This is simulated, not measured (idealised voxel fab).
Title: Process Module voxel transistor to metal
Pictured: cross-section cut, 240 nm wide, on a grid of 5 nm square cells.
The cross-sections in this document take the form of a grid made of square cells. They are written out as bands, in order from top to bottom. Each band consists of one or more rows of cells. Band entry format. Leading values: height of top, height of bottom, nm. Remainder: materials in left-to-right order, each with its width in nm. Special words: "throughout" on a single material, which then fills the band edge to edge; "empty", empty space. Height datum 0, below which the as-received substrate wafer is one material. Lowest band open at the bottom, running downward: "0 down". The notation "30->40" denotes a width that varies across the rows of cells in the band, beginning at the first number in the top row, finishing at the second number in the bottom row, and changing by an identical amount from each row to the next. Any step labelled "changes: none" changed none of the cells in the cross-section. "Non-vented voids" specifies each empty space that is not open to the top and that occupies no fewer than 8 cells, using the form width x height at distance, the distance measured from the left edge and all three quantities in nm. On each step's line, the part that comes after the settings is the simulator's own comment on the step. Regarding "overlay nm": on a step with a mask, it is the distance the mask lay to the right of its planned place; a negative value places it to the left. From here on the document is pairs. In a pair, the cross-section before one process step comes with the cross-section after it, and the latter goes no deeper than the lowest band that changed. What lies in between, the step and its settings, is written under the pair. A pair may be from a different run of this module on the same starting wafer than the pair above it, so it continues from that pair only where its entry headed "Pre-step geometry" says so.
# Pre-step geometry
> 0 down  Si throughout
> Non-vented voids: none
# Post-Step Appearance
> 5 to 0  SiO2 throughout
> Lower than 0, everything is as it was.
> Non-vented voids: none
Can you name the step between the two cross-sections above? It is CONFORMAL_DEP (material SiO2; thk nm 5)
Pre-step geometry: it's just the after picture from the pair right above this one.
# Post-Step Appearance
> 20 to 5  SiN throughout
> Lower than 5, everything is as it was.
> Non-vented voids: none
Can you name the step between the two cross-sections above? It is CONFORMAL_DEP (material SiN; thk nm 15)
Pre-step geometry: it's just the after picture from the pair right above this one.
# Post-Step Appearance
> 35 to 20  15 empty  95 resist  20 empty  95 resist  15 empty
> Lower than 20, everything is as it was.
> Non-vented voids: none
Can you name the step between the two cross-sections above? It is PATTERN (tone cover; mask id ACTIVE; material resist; width nm 95; pitch nm 115; thk nm 15; overlay nm 0)
Pre-step geometry: it's just the after picture from the pair right above this one.
# Post-Step Appearance
> 35 to 20  15 empty  95 resist  20 empty  95 resist  15 empty
> 20 to 5  15 empty  95 SiN  20 empty  95 SiN  15 empty
> Lower than 5, everything is as it was.
> Non-vented voids: none
Can you name the step between the two cross-sections above? It is DIRECTIONAL_ETCH (etch materials SiN; depth nm 15)
Pre-step geometry: it's just the after picture from the pair right above this one.
# Post-Step Appearance
> 35 to 20  15 empty  95 resist  20 empty  95 resist  15 empty
> 20 to 5  15 empty  95 SiN  20 empty  95 SiN  15 empty
> 5 to 0  15 empty  95 SiO2  20 empty  95 SiO2  15 empty
> Lower than 0, everything is as it was.
> Non-vented voids: none
Can you name the step between the two cross-sections above? It is DIRECTIONAL_ETCH (etch materials SiO2; depth nm 5)
Pre-step geometry: it's just the after picture from the pair right above this one.
# Post-Step Appearance
> 35 to 20  15 empty  95 resist  20 empty  95 resist  15 empty
> 20 to 5  15 empty  95 SiN  20 empty  95 SiN  15 empty
> 5 to 0  15 empty  95 SiO2  20 empty  95 SiO2  15 empty
> 0 to -35  15 empty  95 Si  20 empty  95 Si  15 empty
> Lower than -35, everything is as it was.
> Non-vented voids: none
Can you name the step between the two cross-sections above? It is DIRECTIONAL_ETCH (etch materials Si; depth nm 35)
Pre-step geometry: it's just the after picture from the pair right above this one.
# Post-Step Appearance
> 20 to 5  15 empty  95 SiN  20 empty  95 SiN  15 empty
> Lower than 5, everything is as it was.
> Non-vented voids: none
Can you name the step between the two cross-sections above? It is STRIP (etch materials resist)
Pre-step geometry: it's just the after picture from the pair right above this one.
# Post-Step Appearance
> 20 to 5  15 empty  95 SiN  20 empty  95 SiN  15 empty
> 5 to 0  15 empty  95 SiO2  20 empty  95 SiO2  15 empty
> 0 to -35  15 empty  5 SiO2  85 Si  5 SiO2  20 empty  5 SiO2  85 Si  5 SiO2  15 empty
> -35 to -40  20 SiO2  85 Si  30 SiO2  85 Si  20 SiO2
> Lower than -40, everything is as it was.
> Non-vented voids: none
Can you name the step between the two cross-sections above? It is OXIDIZE (depth nm 5)
Pre-step geometry: it's just the after picture from the pair right above this one.
# Post-Step Appearance
> 25 to 20  SiO2 throughout
> 20 to 5  15 SiO2  95 SiN  20 SiO2  95 SiN  15 SiO2
> 5 to 0  SiO2 throughout
> 0 to -40  20 SiO2  85 Si  30 SiO2  85 Si  20 SiO2
> Lower than -40, everything is as it was.
> Non-vented voids: none
Can you name the step between the two cross-sections above? It is FILL_DEP (material SiO2; thk nm 5)
Pre-step geometry: it's just the after picture from the pair right above this one.
# Post-Step Appearance
> 20 to 5  15 SiO2  95 SiN  20 SiO2  95 SiN  15 SiO2
> Lower than 5, everything is as it was.
> Non-vented voids: none
Can you name the step between the two cross-sections above? It is CMP (height nm 20)
Pre-step geometry: it's just the after picture from the pair right above this one.
# Post-Step Appearance
> 20 to 10  15 empty  95 SiN  20 empty  95 SiN  15 empty
> Lower than 10, everything is as it was.
> Non-vented voids: none
Can you name the step between the two cross-sections above? It is SELECTIVE_ETCH (etch materials SiO2; depth nm 10)
Pre-step geometry: it's just the after picture from the pair right above this one.
# Post-Step Appearance
> 10 to 5  15 SiO2  95 empty  20 SiO2  95 empty  15 SiO2
> Lower than 5, everything is as it was.
> Non-vented voids: none
Can you name the step between the two cross-sections above? It is STRIP (etch materials SiN)
Pre-step geometry: it's just the after picture from the pair right above this one.
# Post-Step Appearance
> 5 to 0  10 SiO2  105 empty  10 SiO2  105 empty  10 SiO2
> Lower than 0, everything is as it was.
> Non-vented voids: none
Can you name the step between the two cross-sections above? It is SELECTIVE_ETCH (etch materials SiO2; depth nm 5)
Pre-step geometry: it's just the after picture from the pair right above this one.
# Post-Step Appearance
> 5 to 0  10 SiO2  105 empty  10 SiO2  105 empty  10 SiO2
> 0 to -5  SiO2 throughout
> Lower than -5, everything is as it was.
> Non-vented voids: none
Can you name the step between the two cross-sections above? It is OXIDIZE (depth nm 5)
Pre-step geometry: it's just the after picture from the pair right above this one.
# Post-Step Appearance
> 25 to 20  10 polySi  105 empty  10 polySi  105 empty  10 polySi
> 20 to 5  polySi throughout
> 5 to 0  10 SiO2  105 polySi  10 SiO2  105 polySi  10 SiO2
> Lower than 0, everything is as it was.
> Non-vented voids: none
Can you name the step between the two cross-sections above? It is DIRECTIONAL_DEP (material polySi; thk nm 20)
Pre-step geometry: it's just the after picture from the pair right above this one.
# Post-Step Appearance
> 40 to 35  10 SiCN  105 empty  10 SiCN  105 empty  10 SiCN
> 35 to 25  SiCN throughout
> 25 to 20  10 polySi  105 SiCN  10 polySi  105 SiCN  10 polySi
> Lower than 20, everything is as it was.
> Non-vented voids: none
Can you name the step between the two cross-sections above? It is DIRECTIONAL_DEP (material SiCN; thk nm 15)
Pre-step geometry: it's just the after picture from the pair right above this one.
# Post-Step Appearance
> 55 to 50  10 aC  105 empty  10 aC  105 empty  10 aC
> 50 to 40  aC throughout
> 40 to 35  10 SiCN  105 aC  10 SiCN  105 aC  10 SiCN
> Lower than 35, everything is as it was.
> Non-vented voids: none
Can you name the step between the two cross-sections above? It is DIRECTIONAL_DEP (material aC; thk nm 15)
Pre-step geometry: it's just the after picture from the pair right above this one.
# Post-Step Appearance
> 85 to 55  55 empty  15 resist  100 empty  15 resist  55 empty
> 55 to 50  10 aC  45 empty  15 resist  45 empty  10 aC  45 empty  15 resist  45 empty  10 aC
> Lower than 50, everything is as it was.
> Non-vented voids: none
Can you name the step between the two cross-sections above? It is PATTERN (tone cover; mask id GATE; material resist; width nm 15; pitch nm 115; thk nm 30; overlay nm 0)
Pre-step geometry: it's just the after picture from the pair right above this one.
# Post-Step Appearance
> 70 to 50  55 empty  15 resist  100 empty  15 resist  55 empty
> 50 to 40  55 empty  15 aC  100 empty  15 aC  55 empty
> 40 to 35  10 SiCN  45 empty  15 aC  45 empty  10 SiCN  45 empty  15 aC  45 empty  10 SiCN
> Lower than 35, everything is as it was.
> Non-vented voids: none
Can you name the step between the two cross-sections above? It is DIRECTIONAL_ETCH (etch materials aC; depth nm 15)
Pre-step geometry: it's just the after picture from the pair right above this one.
# Post-Step Appearance
> 50 to 40  55 empty  15 aC  100 empty  15 aC  55 empty
> Lower than 40, everything is as it was.
> Non-vented voids: none
Can you name the step between the two cross-sections above? It is STRIP (etch materials resist)
Pre-step geometry: it's just the after picture from the pair right above this one.
# Post-Step Appearance
> 50 to 35  55 empty  15 aC  100 empty  15 aC  55 empty
> 35 to 25  55 empty  15 SiCN  100 empty  15 SiCN  55 empty
> 25 to 20  10 polySi  45 empty  15 SiCN  45 empty  10 polySi  45 empty  15 SiCN  45 empty  10 polySi
> Lower than 20, everything is as it was.
> Non-vented voids: none
Can you name the step between the two cross-sections above? It is DIRECTIONAL_ETCH (etch materials SiCN; depth nm 25)
Pre-step geometry: it's just the after picture from the pair right above this one.
# Post-Step Appearance
> 50 to 35  55 empty  15 aC  100 empty  15 aC  55 empty
> 35 to 20  55 empty  15 SiCN  100 empty  15 SiCN  55 empty
> 20 to 5  55 empty  15 polySi  100 empty  15 polySi  55 empty
> 5 to 0  10 SiO2  45 empty  15 polySi  45 empty  10 SiO2  45 empty  15 polySi  45 empty  10 SiO2
> Lower than 0, everything is as it was.
> Non-vented voids: none
Can you name the step between the two cross-sections above? It is DIRECTIONAL_ETCH (etch materials polySi; depth nm 30)
Pre-step geometry: it's just the after picture from the pair right above this one.
# Post-Step Appearance
> 35 to 20  55 empty  15 SiCN  100 empty  15 SiCN  55 empty
> Lower than 20, everything is as it was.
> Non-vented voids: none
Can you name the step between the two cross-sections above? It is STRIP (etch materials aC)
Pre-step geometry: it's just the after picture from the pair right above this one.
# Post-Step Appearance
> 45 to 35  45 empty  35 SiN  80 empty  35 SiN  45 empty
> 35 to 20  45 empty  10 SiN  15 SiCN  10 SiN  80 empty  10 SiN  15 SiCN  10 SiN  45 empty
> 20 to 15  45 empty  10 SiN  15 polySi  10 SiN  80 empty  10 SiN  15 polySi  10 SiN  45 empty
> 15 to 10  20 SiN  25 empty  10 SiN  15 polySi  10 SiN  25 empty  30 SiN  25 empty  10 SiN  15 polySi  10 SiN  25 empty  20 SiN
> 10 to 5  55 SiN  15 polySi  100 SiN  15 polySi  55 SiN
> 5 to 0  10 SiO2  45 SiN  15 polySi  45 SiN  10 SiO2  45 SiN  15 polySi  45 SiN  10 SiO2
> Lower than 0, everything is as it was.
> Non-vented voids: none
Can you name the step between the two cross-sections above? It is CONFORMAL_DEP (material SiN; thk nm 10)
Pre-step geometry: it's just the after picture from the pair right above this one.
# Post-Step Appearance
> 35 to 20  45 empty  10 SiN  15 SiCN  10 SiN  80 empty  10 SiN  15 SiCN  10 SiN  45 empty
> 20 to 5  45 empty  10 SiN  15 polySi  10 SiN  80 empty  10 SiN  15 polySi  10 SiN  45 empty
> 5 to 0  10 SiO2  10 SiN  25 empty  10 SiN  15 polySi  10 SiN  25 empty  10 SiN  10 SiO2  10 SiN  25 empty  10 SiN  15 polySi  10 SiN  25 empty  10 SiN  10 SiO2
> Lower than 0, everything is as it was.
> Non-vented voids: none
Can you name the step between the two cross-sections above? It is DIRECTIONAL_ETCH (etch materials SiN; depth nm 10)
Pre-step geometry: it's just the after picture from the pair right above this one.
# Post-Step Appearance
> 35 to 20  45 empty  10 SiN  15 SiCN  10 SiN  80 empty  10 SiN  15 SiCN  10 SiN  45 empty
> 20 to 5  45 empty  10 SiN  15 polySi  10 SiN  80 empty  10 SiN  15 polySi  10 SiN  45 empty
> 5 to 0  10 empty  10 SiN  25 empty  10 SiN  15 polySi  10 SiN  25 empty  10 SiN  10 empty  10 SiN  25 empty  10 SiN  15 polySi  10 SiN  25 empty  10 SiN  10 empty
> 0 to -5  20 SiO2  25 empty  35 SiO2  25 empty  30 SiO2  25 empty  35 SiO2  25 empty  20 SiO2
> Lower than -5, everything is as it was.
> Non-vented voids: none
Can you name the step between the two cross-sections above? It is DIRECTIONAL_ETCH (etch materials SiO2; depth nm 5)
Pre-step geometry: it's just the after picture from the pair right above this one.
# Post-Step Appearance
> 35 to 20  45 empty  10 SiN  15 SiCN  10 SiN  80 empty  10 SiN  15 SiCN  10 SiN  45 empty
> 20 to 5  45 empty  10 SiN  15 polySi  10 SiN  80 empty  10 SiN  15 polySi  10 SiN  45 empty
> 5 to 0  10 empty  10 SiN  25 empty  10 SiN  15 polySi  10 SiN  25 empty  10 SiN  10 empty  10 SiN  25 empty  10 SiN  15 polySi  10 SiN  25 empty  10 SiN  10 empty
> 0 to -5  20 SiO2  25 empty  35 SiO2  25 empty  30 SiO2  25 empty  35 SiO2  25 empty  20 SiO2
> -5 to -15  20 SiO2  25 empty  35 Si  25 empty  30 SiO2  25 empty  35 Si  25 empty  20 SiO2
> Lower than -15, everything is as it was.
> Non-vented voids: none
Can you name the step between the two cross-sections above? It is DIRECTIONAL_ETCH (etch materials Si; depth nm 10)
Pre-step geometry: it's just the after picture from the pair right above this one.
# Post-Step Appearance
> 35 to 20  45 empty  10 SiN  15 SiCN  10 SiN  80 empty  10 SiN  15 SiCN  10 SiN  45 empty
> 20 to 5  45 empty  10 SiN  15 polySi  10 SiN  80 empty  10 SiN  15 polySi  10 SiN  45 empty
> 5 to 0  10 empty  10 SiN  15 empty  10 pSi  10 SiN  15 polySi  10 SiN  10 pSi  15 empty  10 SiN  10 empty  10 SiN  15 empty  10 pSi  10 SiN  15 polySi  10 SiN  10 pSi  15 empty  10 SiN  10 empty
> 0 to -5  20 SiO2  15 empty  10 pSi  35 SiO2  10 pSi  15 empty  30 SiO2  15 empty  10 pSi  35 SiO2  10 pSi  15 empty  20 SiO2
> -5 to -15  20 SiO2  25 pSi  35 Si  25 pSi  30 SiO2  25 pSi  35 Si  25 pSi  20 SiO2
> Lower than -15, everything is as it was.
> Non-vented voids: none
Can you name the step between the two cross-sections above? It is EPI (material pSi; thk nm 10)
Pre-step geometry: it's just the after picture from the pair right above this one.
# Post-Step Appearance
> 45 to 35  SiO2 throughout
> 35 to 20  45 SiO2  10 SiN  15 SiCN  10 SiN  80 SiO2  10 SiN  15 SiCN  10 SiN  45 SiO2
> 20 to 5  45 SiO2  10 SiN  15 polySi  10 SiN  80 SiO2  10 SiN  15 polySi  10 SiN  45 SiO2
> 5 to 0  10 SiO2  10 SiN  15 SiO2  10 pSi  10 SiN  15 polySi  10 SiN  10 pSi  15 SiO2  10 SiN  10 SiO2  10 SiN  15 SiO2  10 pSi  10 SiN  15 polySi  10 SiN  10 pSi  15 SiO2  10 SiN  10 SiO2
> 0 to -5  35 SiO2  10 pSi  35 SiO2  10 pSi  60 SiO2  10 pSi  35 SiO2  10 pSi  35 SiO2
> Lower than -5, everything is as it was.
> Non-vented voids: none
Can you name the step between the two cross-sections above? It is FILL_DEP (material SiO2; thk nm 10)
Pre-step geometry: it's just the after picture from the pair right above this one.
# Post-Step Appearance
> 35 to 20  45 SiO2  10 SiN  15 SiCN  10 SiN  80 SiO2  10 SiN  15 SiCN  10 SiN  45 SiO2
> Lower than 20, everything is as it was.
> Non-vented voids: none
Can you name the step between the two cross-sections above? It is CMP (height nm 35)
Pre-step geometry: it's just the after picture from the pair right above this one.
# Post-Step Appearance
> 45 to 35  SiO2 throughout
> Lower than 35, everything is as it was.
> Non-vented voids: none
Can you name the step between the two cross-sections above? It is DIRECTIONAL_DEP (material SiO2; thk nm 10)
Pre-step geometry: it's just the after picture from the pair right above this one.
# Post-Step Appearance
> 60 to 45  20 resist  30 empty  25 resist  30 empty  30 resist  30 empty  25 resist  30 empty  20 resist
> Lower than 45, everything is as it was.
> Non-vented voids: none
Can you name the step between the two cross-sections above? It is PATTERN (tone open; mask id CONTACT; material resist; width nm 30; thk nm 15; overlay nm 0)
Pre-step geometry: it's just the after picture from the pair right above this one.
# Post-Step Appearance
> 60 to 45  20 resist  30 empty  25 resist  30 empty  30 resist  30 empty  25 resist  30 empty  20 resist
> 45 to 35  20 SiO2  30 empty  25 SiO2  30 empty  30 SiO2  30 empty  25 SiO2  30 empty  20 SiO2
> 35 to 20  20 SiO2  25 empty  10 SiN  15 SiCN  10 SiN  25 empty  30 SiO2  25 empty  10 SiN  15 SiCN  10 SiN  25 empty  20 SiO2
> 20 to 5  20 SiO2  25 empty  10 SiN  15 polySi  10 SiN  25 empty  30 SiO2  25 empty  10 SiN  15 polySi  10 SiN  25 empty  20 SiO2
> 5 to 0  10 SiO2  10 SiN  15 empty  10 pSi  10 SiN  15 polySi  10 SiN  10 pSi  15 empty  10 SiN  10 SiO2  10 SiN  15 empty  10 pSi  10 SiN  15 polySi  10 SiN  10 pSi  15 empty  10 SiN  10 SiO2
> 0 to -5  20 SiO2  15 empty  10 pSi  35 SiO2  10 pSi  15 empty  30 SiO2  15 empty  10 pSi  35 SiO2  10 pSi  15 empty  20 SiO2
> Lower than -5, everything is as it was.
> Non-vented voids: none
Can you name the step between the two cross-sections above? It is DIRECTIONAL_ETCH (etch materials SiO2; depth nm 50)
Pre-step geometry: it's just the after picture from the pair right above this one.
# Post-Step Appearance
> 45 to 35  20 SiO2  30 empty  25 SiO2  30 empty  30 SiO2  30 empty  25 SiO2  30 empty  20 SiO2
> Lower than 35, everything is as it was.
> Non-vented voids: none
Can you name the step between the two cross-sections above? It is STRIP (etch materials resist)
Pre-step geometry: it's just the after picture from the pair right above this one.
# Post-Step Appearance
> 50 to 45  25 TiN  20 empty  35 TiN  20 empty  40 TiN  20 empty  35 TiN  20 empty  25 TiN
> 45 to 35  20 SiO2  5 TiN  20->15 empty  5->10 TiN  25 SiO2  5->10 TiN  20->15 empty  5 TiN  30 SiO2  5 TiN  20->15 empty  5->10 TiN  25 SiO2  5->10 TiN  20->15 empty  5 TiN  20 SiO2
> 35 to 20  20 SiO2  5 TiN  15 empty  5 TiN  10 SiN  15 SiCN  10 SiN  5 TiN  15 empty  5 TiN  30 SiO2  5 TiN  15 empty  5 TiN  10 SiN  15 SiCN  10 SiN  5 TiN  15 empty  5 TiN  20 SiO2
> 20 to 10  20 SiO2  5 TiN  15 empty  5 TiN  10 SiN  15 polySi  10 SiN  5 TiN  15 empty  5 TiN  30 SiO2  5 TiN  15 empty  5 TiN  10 SiN  15 polySi  10 SiN  5 TiN  15 empty  5 TiN  20 SiO2
> 10 to 5  20 SiO2  5 TiN  5 empty  15 TiN  10 SiN  15 polySi  10 SiN  15 TiN  5 empty  5 TiN  30 SiO2  5 TiN  5 empty  15 TiN  10 SiN  15 polySi  10 SiN  15 TiN  5 empty  5 TiN  20 SiO2
> 5 to 0  10 SiO2  10 SiN  5 TiN  5 empty  5 TiN  10 pSi  10 SiN  15 polySi  10 SiN  10 pSi  5 TiN  5 empty  5 TiN  10 SiN  10 SiO2  10 SiN  5 TiN  5 empty  5 TiN  10 pSi  10 SiN  15 polySi  10 SiN  10 pSi  5 TiN  5 empty  5 TiN  10 SiN  10 SiO2
> 0 to -5  20 SiO2  15 TiN  10 pSi  35 SiO2  10 pSi  15 TiN  30 SiO2  15 TiN  10 pSi  35 SiO2  10 pSi  15 TiN  20 SiO2
> Lower than -5, everything is as it was.
> Non-vented voids: none
Can you name the step between the two cross-sections above? It is CONFORMAL_DEP (material TiN; thk nm 5)
Pre-step geometry: it's just the after picture from the pair right above this one.
# Post-Step Appearance
> 55 to 50  Ru throughout
> 50 to 45  25 TiN  20 Ru  35 TiN  20 Ru  40 TiN  20 Ru  35 TiN  20 Ru  25 TiN
> 45 to 35  20 SiO2  5 TiN  20->15 Ru  5->10 TiN  25 SiO2  5->10 TiN  20->15 Ru  5 TiN  30 SiO2  5 TiN  20->15 Ru  5->10 TiN  25 SiO2  5->10 TiN  20->15 Ru  5 TiN  20 SiO2
> 35 to 20  20 SiO2  5 TiN  15 Ru  5 TiN  10 SiN  15 SiCN  10 SiN  5 TiN  15 Ru  5 TiN  30 SiO2  5 TiN  15 Ru  5 TiN  10 SiN  15 SiCN  10 SiN  5 TiN  15 Ru  5 TiN  20 SiO2
> 20 to 10  20 SiO2  5 TiN  15 Ru  5 TiN  10 SiN  15 polySi  10 SiN  5 TiN  15 Ru  5 TiN  30 SiO2  5 TiN  15 Ru  5 TiN  10 SiN  15 polySi  10 SiN  5 TiN  15 Ru  5 TiN  20 SiO2
> 10 to 5  20 SiO2  5 TiN  5 Ru  15 TiN  10 SiN  15 polySi  10 SiN  15 TiN  5 Ru  5 TiN  30 SiO2  5 TiN  5 Ru  15 TiN  10 SiN  15 polySi  10 SiN  15 TiN  5 Ru  5 TiN  20 SiO2
> 5 to 0  10 SiO2  10 SiN  5 TiN  5 Ru  5 TiN  10 pSi  10 SiN  15 polySi  10 SiN  10 pSi  5 TiN  5 Ru  5 TiN  10 SiN  10 SiO2  10 SiN  5 TiN  5 Ru  5 TiN  10 pSi  10 SiN  15 polySi  10 SiN  10 pSi  5 TiN  5 Ru  5 TiN  10 SiN  10 SiO2
> Lower than 0, everything is as it was.
> Non-vented voids: none
Can you name the step between the two cross-sections above? It is FILL_DEP (material Ru; thk nm 5)
Pre-step geometry: it's just the after picture from the pair right above this one.
# Post-Step Appearance
> 45 to 35  20 SiO2  5 TiN  20->15 Ru  5->10 TiN  25 SiO2  5->10 TiN  20->15 Ru  5 TiN  30 SiO2  5 TiN  20->15 Ru  5->10 TiN  25 SiO2  5->10 TiN  20->15 Ru  5 TiN  20 SiO2
> Lower than 35, everything is as it was.
> Non-vented voids: none
Can you name the step between the two cross-sections above? It is CMP (height nm 45)
Pre-step geometry: it's just the after picture from the pair right above this one.
# Post-Step Appearance
> 50 to 45  TiN throughout
> Lower than 45, everything is as it was.
> Non-vented voids: none
Can you name the step between the two cross-sections above? It is DIRECTIONAL_DEP (material TiN; thk nm 5)
Pre-step geometry: it's just the after picture from the pair right above this one.
# Post-Step Appearance
> 65 to 50  W throughout
> Lower than 50, everything is as it was.
> Non-vented voids: none
Can you name the step between the two cross-sections above? It is DIRECTIONAL_DEP (material W; thk nm 15)
Pre-step geometry: it's just the after picture from the pair right above this one.
# Post-Step Appearance
> 65 to 50  20 empty  15 W  55 empty  15 W  30 empty  15 W  55 empty  15 W  20 empty
> Lower than 50, everything is as it was.
> Non-vented voids: none
Can you name the step between the two cross-sections above? It is MASKED_ETCH (tone cover; mask id METAL_1; width nm 15; etch materials W; depth nm 15; overlay nm 0)
Pre-step geometry: it's just the after picture from the pair right above this one.
# Post-Step Appearance
> 65 to 50  20 empty  15 W  55 empty  15 W  30 empty  15 W  55 empty  15 W  20 empty
> 50 to 45  20 empty  15 TiN  55 empty  15 TiN  30 empty  15 TiN  55 empty  15 TiN  20 empty
> Lower than 45, everything is as it was.
> Non-vented voids: none
Can you name the step between the two cross-sections above? It is MASKED_ETCH (tone cover; mask id METAL_1; width nm 15; etch materials TiN; depth nm 5; overlay nm 0)
Pre-step geometry: it's just the after picture from the pair right above this one.
# Post-Step Appearance
> 70 to 65  SiO2 throughout
> 65 to 50  20 SiO2  15 W  55 SiO2  15 W  30 SiO2  15 W  55 SiO2  15 W  20 SiO2
> 50 to 45  20 SiO2  15 TiN  55 SiO2  15 TiN  30 SiO2  15 TiN  55 SiO2  15 TiN  20 SiO2
> Lower than 45, everything is as it was.
> Non-vented voids: none
Can you name the step between the two cross-sections above? It is FILL_DEP (material SiO2; thk nm 5)
Pre-step geometry: it's just the after picture from the pair right above this one.
# Post-Step Appearance
> 65 to 50  20 SiO2  15 W  55 SiO2  15 W  30 SiO2  15 W  55 SiO2  15 W  20 SiO2
> Lower than 50, everything is as it was.
> Non-vented voids: none
Can you name the step between the two cross-sections above? It is CMP (height nm 65)
Pre-step geometry: it's just the after picture from the pair right above this one.
# Post-Step Appearance
> 70 to 65  SiN throughout
> Lower than 65, everything is as it was.
> Non-vented voids: none
Can you name the step between the two cross-sections above? It is CONFORMAL_DEP (material SiN; thk nm 5)
# Pre-step geometry
> 0 down  Si throughout
> Non-vented voids: none
# Post-Step Appearance
> 15 to 0  SiN throughout
> Lower than 0, everything is as it was.
> Non-vented voids: none
Can you name the step between the two cross-sections above? It is CONFORMAL_DEP (material SiN; thk nm 15)
Pre-step geometry: it's just the after picture from the pair right above this one.
# Post-Step Appearance
> 30 to 15  15 empty  95 resist  20 empty  95 resist  15 empty
> Lower than 15, everything is as it was.
> Non-vented voids: none
Can you name the step between the two cross-sections above? It is PATTERN (tone cover; mask id ACTIVE; material resist; width nm 95; pitch nm 115; thk nm 15; overlay nm 0)
Pre-step geometry: it's just the after picture from the pair right above this one.
# Post-Step Appearance
> 30 to 15  15 empty  95 resist  20 empty  95 resist  15 empty
> 15 to 0  15 empty  95 SiN  20 empty  95 SiN  15 empty
> Lower than 0, everything is as it was.
> Non-vented voids: none
Can you name the step between the two cross-sections above? It is DIRECTIONAL_ETCH (etch materials SiN; depth nm 15)
Pre-step geometry: it's just the after picture from the pair right above this one.
# Post-Step Appearance
> 30 to 15  15 empty  95 resist  20 empty  95 resist  15 empty
> 15 to 0  15 empty  95 SiN  20 empty  95 SiN  15 empty
> 0 to -35  15 empty  95 Si  20 empty  95 Si  15 empty
> Lower than -35, everything is as it was.
> Non-vented voids: none
Can you name the step between the two cross-sections above? It is DIRECTIONAL_ETCH (etch materials Si; depth nm 35)
Pre-step geometry: it's just the after picture from the pair right above this one.
# Post-Step Appearance
> 15 to 0  15 empty  95 SiN  20 empty  95 SiN  15 empty
> Lower than 0, everything is as it was.
> Non-vented voids: none
Can you name the step between the two cross-sections above? It is STRIP (etch materials resist)
Pre-step geometry: it's just the after picture from the pair right above this one.
# Post-Step Appearance
> 15 to 0  15 empty  95 SiN  20 empty  95 SiN  15 empty
> 0 to -35  15 empty  5 SiO2  85 Si  5 SiO2  20 empty  5 SiO2  85 Si  5 SiO2  15 empty
> -35 to -40  20 SiO2  85 Si  30 SiO2  85 Si  20 SiO2
> Lower than -40, everything is as it was.
> Non-vented voids: none
Can you name the step between the two cross-sections above? It is OXIDIZE (depth nm 5)
Pre-step geometry: it's just the after picture from the pair right above this one.
# Post-Step Appearance
> 20 to 15  SiO2 throughout
> 15 to 0  15 SiO2  95 SiN  20 SiO2  95 SiN  15 SiO2
> 0 to -40  20 SiO2  85 Si  30 SiO2  85 Si  20 SiO2
> Lower than -40, everything is as it was.
> Non-vented voids: none
Can you name the step between the two cross-sections above? It is FILL_DEP (material SiO2; thk nm 5)
Pre-step geometry: it's just the after picture from the pair right above this one.
# Post-Step Appearance
> 15 to 10  15 empty  95 SiN  20 empty  95 SiN  15 empty
> Lower than 10, everything is as it was.
> Non-vented voids: none
Can you name the step between the two cross-sections above? It is SELECTIVE_ETCH (etch materials SiO2; depth nm 10)
Pre-step geometry: it's just the after picture from the pair right above this one.
# Post-Step Appearance
> 10 to 0  15 SiO2  95 empty  20 SiO2  95 empty  15 SiO2
> Lower than 0, everything is as it was.
> Non-vented voids: none
Can you name the step between the two cross-sections above? It is STRIP (etch materials SiN)
Pre-step geometry: it's just the after picture from the pair right above this one.
# Post-Step Appearance
> 5 to 0  10 SiO2  105 empty  10 SiO2  105 empty  10 SiO2
> 0 to -5  10 SiO2  10 empty  85 Si  10 empty  10 SiO2  10 empty  85 Si  10 empty  10 SiO2
> Lower than -5, everything is as it was.
> Non-vented voids: none
Can you name the step between the two cross-sections above? It is SELECTIVE_ETCH (etch materials SiO2; depth nm 5)
Pre-step geometry: it's just the after picture from the pair right above this one.
# Post-Step Appearance
> 5 to 0  10 SiO2  105 empty  10 SiO2  105 empty  10 SiO2
> 0 to -5  10 SiO2  10 empty  85 SiO2  10 empty  10 SiO2  10 empty  85 SiO2  10 empty  10 SiO2
> -5 to -10  25 SiO2  75 Si  40 SiO2  75 Si  25 SiO2
> Lower than -10, everything is as it was.
> Non-vented voids: none
Can you name the step between the two cross-sections above? It is OXIDIZE (depth nm 5)
Pre-step geometry: it's just the after picture from the pair right above this one.
# Post-Step Appearance
> 25 to 20  10 polySi  105 empty  10 polySi  105 empty  10 polySi
> 20 to 15  10 polySi  10 empty  85 polySi  10 empty  10 polySi  10 empty  85 polySi  10 empty  10 polySi
> 15 to 5  polySi throughout
> 5 to 0  10 SiO2  105 polySi  10 SiO2  105 polySi  10 SiO2
> 0 to -5  10 SiO2  10 polySi  85 SiO2  10 polySi  10 SiO2  10 polySi  85 SiO2  10 polySi  10 SiO2
> Lower than -5, everything is as it was.
> Non-vented voids: none
Can you name the step between the two cross-sections above? It is DIRECTIONAL_DEP (material polySi; thk nm 20)
Pre-step geometry: it's just the after picture from the pair right above this one.
# Post-Step Appearance
> 40 to 35  10 SiCN  105 empty  10 SiCN  105 empty  10 SiCN
> 35 to 30  10 SiCN  10 empty  85 SiCN  10 empty  10 SiCN  10 empty  85 SiCN  10 empty  10 SiCN
> 30 to 25  SiCN throughout
> 25 to 20  10 polySi  105 SiCN  10 polySi  105 SiCN  10 polySi
> 20 to 15  10 polySi  10 SiCN  85 polySi  10 SiCN  10 polySi  10 SiCN  85 polySi  10 SiCN  10 polySi
> Lower than 15, everything is as it was.
> Non-vented voids: none
Can you name the step between the two cross-sections above? It is DIRECTIONAL_DEP (material SiCN; thk nm 15)
Pre-step geometry: it's just the after picture from the pair right above this one.
# Post-Step Appearance
> 55 to 50  10 aC  105 empty  10 aC  105 empty  10 aC
> 50 to 45  10 aC  10 empty  85 aC  10 empty  10 aC  10 empty  85 aC  10 empty  10 aC
> 45 to 40  aC throughout
> 40 to 35  10 SiCN  105 aC  10 SiCN  105 aC  10 SiCN
> 35 to 30  10 SiCN  10 aC  85 SiCN  10 aC  10 SiCN  10 aC  85 SiCN  10 aC  10 SiCN
> Lower than 30, everything is as it was.
> Non-vented voids: none
Can you name the step between the two cross-sections above? It is DIRECTIONAL_DEP (material aC; thk nm 15)
